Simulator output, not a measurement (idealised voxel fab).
Process module, titled voxel self aligned vias
Square cell edge 5 nm, section width 255 nm, ID cut.
When this document writes out a cross-section, it uses a grid of square cells and lists it as bands, beginning at the top and moving down, with a band standing for one or more rows of cells.
Heights first: top, then bottom, in nm. Then materials, left to right, each with a width in nm. "everywhere" on a single material: fills the band edge to edge. "empty": empty space.
Ref level 0: as-received wafer is one material below here. Bottom band extends down with no lower bound ("0 nm and below").
Read "30->40" as a graded width: first number on top, second number at the bottom, same change between each pair of neighbouring rows.
"nothing was modified" means the step left every cell of the cross-section as it was.
"Sealed cavities" contains a list of empty spaces, each no smaller than 8 cells and without an open way to the top, written in the form width x height at distance with the distance from the left edge and all three in nm.
Step line, after settings: the simulator's comment on this step.
Regarding "overlay nm": on a step with a mask, it is the distance the mask lay to the right of its planned place; a negative value places it to the left.

Here's what the planned process steps look like:
1) RECEIVE, material Si
2) CONFORMAL_DEP, material SiO2, thk nm 15
3) CONFORMAL_DEP, material SiCN, thk nm 5
4) DIRECTIONAL_DEP, material lowk, thk nm 25
5) PATTERN, tone open, mask id LINES, material resist, width nm 30, pitch nm 70, thk nm 15, overlay nm 0
6) DIRECTIONAL_ETCH, etch materials lowk, depth nm 25
7) STRIP, etch materials resist
8) CONFORMAL_DEP, material TiN, thk nm 5
9) FILL_DEP, material W, thk nm 10
10) CMP, height nm 45
11) SELECTIVE_ETCH, etch materials W Ru TiN, depth nm 5
12) FILL_DEP, material SiN, thk nm 5
13) CMP, height nm 45
14) DIRECTIONAL_DEP, material lowk, thk nm 15
15) DIRECTIONAL_DEP, material aC, thk nm 15
16) PATTERN, tone open, mask id VIAS, material resist, width nm 50, pitch nm 70, thk nm 30, overlay nm 0
17) DIRECTIONAL_ETCH, etch materials aC, depth nm 15
18) STRIP, etch materials resist
19) DIRECTIONAL_ETCH, etch materials lowk, depth nm 15
20) DIRECTIONAL_ETCH, etch materials SiN, depth nm 5
21) STRIP, etch materials aC
22) CONFORMAL_DEP, material TiN, thk nm 5
23) FILL_DEP, material Cu, thk nm 10
24) CMP, height nm 60
25) CONFORMAL_DEP, material SiN, thk nm 5

First of two wafers, with the run carried out as planned:

Shown in cross-section is the wafer as received, that is, as it stands after step 1:
0 nm and below: Si everywhere
Sealed cavities: none

Take a look at the wafer's cross-section after step 2:
15 nm to 0 nm: SiO2 everywhere
Whatever lies below 0 is exactly as it was before.

Take a look at the wafer's cross-section after step 3:
20 nm to 15 nm: SiCN everywhere
Whatever lies below 15 is exactly as it was before.

Take a look at the wafer's cross-section after step 4:
45 nm to 20 nm: lowk everywhere
Whatever lies below 20 is exactly as it was before.

Take a look at the wafer's cross-section after step 5:
60 nm to 45 nm: resist=75, empty=30, resist=40, empty=30, resist=80
Whatever lies below 45 is exactly as it was before.

Take a look at the wafer's cross-section after step 6:
60 nm to 45 nm: resist=75, empty=30, resist=40, empty=30, resist=80
45 nm to 20 nm: lowk=75, empty=30, lowk=40, empty=30, lowk=80
Whatever lies below 20 is exactly as it was before.

Take a look at the wafer's cross-section after step 7:
45 nm to 20 nm: lowk=75, empty=30, lowk=40, empty=30, lowk=80
Whatever lies below 20 is exactly as it was before.

Take a look at the wafer's cross-section after step 8:
50 nm to 45 nm: TiN=80, empty=20, TiN=50, empty=20, TiN=85
45 nm to 25 nm: lowk=75, TiN=5, empty=20, TiN=5, lowk=40, TiN=5, empty=20, TiN=5, lowk=80
25 nm to 20 nm: lowk=75, TiN=30, lowk=40, TiN=30, lowk=80
Whatever lies below 20 is exactly as it was before.

Take a look at the wafer's cross-section after step 9:
60 nm to 50 nm: W everywhere
50 nm to 45 nm: TiN=80, W=20, TiN=50, W=20, TiN=85
45 nm to 25 nm: lowk=75, TiN=5, W=20, TiN=5, lowk=40, TiN=5, W=20, TiN=5, lowk=80
Whatever lies below 25 is exactly as it was before.

Take a look at the wafer's cross-section after step 10:
45 nm to 25 nm: lowk=75, TiN=5, W=20, TiN=5, lowk=40, TiN=5, W=20, TiN=5, lowk=80
Whatever lies below 25 is exactly as it was before.

Take a look at the wafer's cross-section after step 11:
45 nm to 40 nm: lowk=75, empty=30, lowk=40, empty=30, lowk=80
Whatever lies below 40 is exactly as it was before.

Take a look at the wafer's cross-section after step 12:
50 nm to 45 nm: SiN everywhere
45 nm to 40 nm: lowk=75, SiN=30, lowk=40, SiN=30, lowk=80
Whatever lies below 40 is exactly as it was before.

Take a look at the wafer's cross-section after step 13:
45 nm to 40 nm: lowk=75, SiN=30, lowk=40, SiN=30, lowk=80
Whatever lies below 40 is exactly as it was before.

Take a look at the wafer's cross-section after step 14:
60 nm to 45 nm: lowk everywhere
Whatever lies below 45 is exactly as it was before.

Take a look at the wafer's cross-section after step 15:
75 nm to 60 nm: aC everywhere
Whatever lies below 60 is exactly as it was before.

Take a look at the wafer's cross-section after step 16:
105 nm to 75 nm: resist=65, empty=50, resist=20, empty=50, resist=70
Whatever lies below 75 is exactly as it was before.

Take a look at the wafer's cross-section after step 17:
90 nm to 75 nm: resist=65, empty=50, resist=20, empty=50, resist=70
75 nm to 60 nm: aC=65, empty=50, aC=20, empty=50, aC=70
Whatever lies below 60 is exactly as it was before.

Take a look at the wafer's cross-section after step 18:
75 nm to 60 nm: aC=65, empty=50, aC=20, empty=50, aC=70
Whatever lies below 60 is exactly as it was before.

Take a look at the wafer's cross-section after step 19:
75 nm to 60 nm: aC=65, empty=50, aC=20, empty=50, aC=70
60 nm to 45 nm: lowk=65, empty=50, lowk=20, empty=50, lowk=70
Whatever lies below 45 is exactly as it was before.

Take a look at the wafer's cross-section after step 20:
75 nm to 60 nm: aC=65, empty=50, aC=20, empty=50, aC=70
60 nm to 45 nm: lowk=65, empty=50, lowk=20, empty=50, lowk=70
45 nm to 40 nm: lowk=75, empty=30, lowk=40, empty=30, lowk=80
Whatever lies below 40 is exactly as it was before.

Take a look at the wafer's cross-section after step 21:
60 nm to 45 nm: lowk=65, empty=50, lowk=20, empty=50, lowk=70
Whatever lies below 45 is exactly as it was before.

Take a look at the wafer's cross-section after step 22:
65 nm to 60 nm: TiN=70, empty=40, TiN=30, empty=40, TiN=75
60 nm to 50 nm: lowk=65, TiN=5, empty=40, TiN=5, lowk=20, TiN=5, empty=40, TiN=5, lowk=70
50 nm to 45 nm: lowk=65, TiN=15, empty=20, TiN=15, lowk=20, TiN=15, empty=20, TiN=15, lowk=70
45 nm to 40 nm: lowk=75, TiN=30, lowk=40, TiN=30, lowk=80
Whatever lies below 40 is exactly as it was before.

Take a look at the wafer's cross-section after step 23:
75 nm to 65 nm: Cu everywhere
65 nm to 60 nm: TiN=70, Cu=40, TiN=30, Cu=40, TiN=75
60 nm to 50 nm: lowk=65, TiN=5, Cu=40, TiN=5, lowk=20, TiN=5, Cu=40, TiN=5, lowk=70
50 nm to 45 nm: lowk=65, TiN=15, Cu=20, TiN=15, lowk=20, TiN=15, Cu=20, TiN=15, lowk=70
Whatever lies below 45 is exactly as it was before.

Take a look at the wafer's cross-section after step 24:
60 nm to 50 nm: lowk=65, TiN=5, Cu=40, TiN=5, lowk=20, TiN=5, Cu=40, TiN=5, lowk=70
Whatever lies below 50 is exactly as it was before.

Take a look at the wafer's cross-section after step 25:
65 nm to 60 nm: SiN everywhere
Whatever lies below 60 is exactly as it was before.

Wafer two of two - same starting point, same process plan, one mistake in execution; matches wafer one up to and including step 15:

Second wafer profile in section, at the moment step 16 of the plan was meant to be complete:
105 nm to 75 nm: empty=65, resist=50, empty=20, resist=50, empty=70
Whatever lies below 75 is exactly as it was before.

Second wafer profile in section, at the moment step 17 of the plan was meant to be complete:
90 nm to 75 nm: empty=65, resist=50, empty=20, resist=50, empty=70
75 nm to 60 nm: empty=65, aC=50, empty=20, aC=50, empty=70
Whatever lies below 60 is exactly as it was before.

Second wafer profile in section, at the moment step 18 of the plan was meant to be complete:
75 nm to 60 nm: empty=65, aC=50, empty=20, aC=50, empty=70
Whatever lies below 60 is exactly as it was before.

Second wafer profile in section, at the moment step 19 of the plan was meant to be complete:
75 nm to 60 nm: empty=65, aC=50, empty=20, aC=50, empty=70
60 nm to 45 nm: empty=65, lowk=50, empty=20, lowk=50, empty=70
Whatever lies below 45 is exactly as it was before.

Second wafer profile in section, at the moment step 20 of the plan was meant to be complete: nothing was modified

Second wafer profile in section, at the moment step 21 of the plan was meant to be complete:
60 nm to 45 nm: empty=65, lowk=50, empty=20, lowk=50, empty=70
Whatever lies below 45 is exactly as it was before.

Second wafer profile in section, at the moment step 22 of the plan was meant to be complete:
65 nm to 60 nm: empty=60, TiN=60, empty=10, TiN=60, empty=65
60 nm to 50 nm: empty=60, TiN=5, lowk=50, TiN=5, empty=10, TiN=5, lowk=50, TiN=5, empty=65
50 nm to 45 nm: TiN=65, lowk=50, TiN=20, lowk=50, TiN=70
Whatever lies below 45 is exactly as it was before.

Second wafer profile in section, at the moment step 23 of the plan was meant to be complete:
75 nm to 65 nm: Cu everywhere
65 nm to 60 nm: Cu=60, TiN=60, Cu=10, TiN=60, Cu=65
60 nm to 50 nm: Cu=60, TiN=5, lowk=50, TiN=5, Cu=10, TiN=5, lowk=50, TiN=5, Cu=65
Whatever lies below 50 is exactly as it was before.

Second wafer profile in section, at the moment step 24 of the plan was meant to be complete:
60 nm to 50 nm: Cu=60, TiN=5, lowk=50, TiN=5, Cu=10, TiN=5, lowk=50, TiN=5, Cu=65
Whatever lies below 50 is exactly as it was before.

Second wafer profile in section, at the moment step 25 of the plan was meant to be complete:
65 nm to 60 nm: SiN everywhere
Whatever lies below 60 is exactly as it was before.
Diagnosis: step 16 was run on a setting that differed from the plan, and what really ran there is PATTERN, tone cover, mask id VIAS, material resist, width nm 50, pitch nm 70, thk nm 30, overlay nm 0
Final wafer comparison in cells, second versus first, more or fewer per material: Cu: 14 more; SiN: 12 more; TiN: 7 more; lowk: 33 fewer
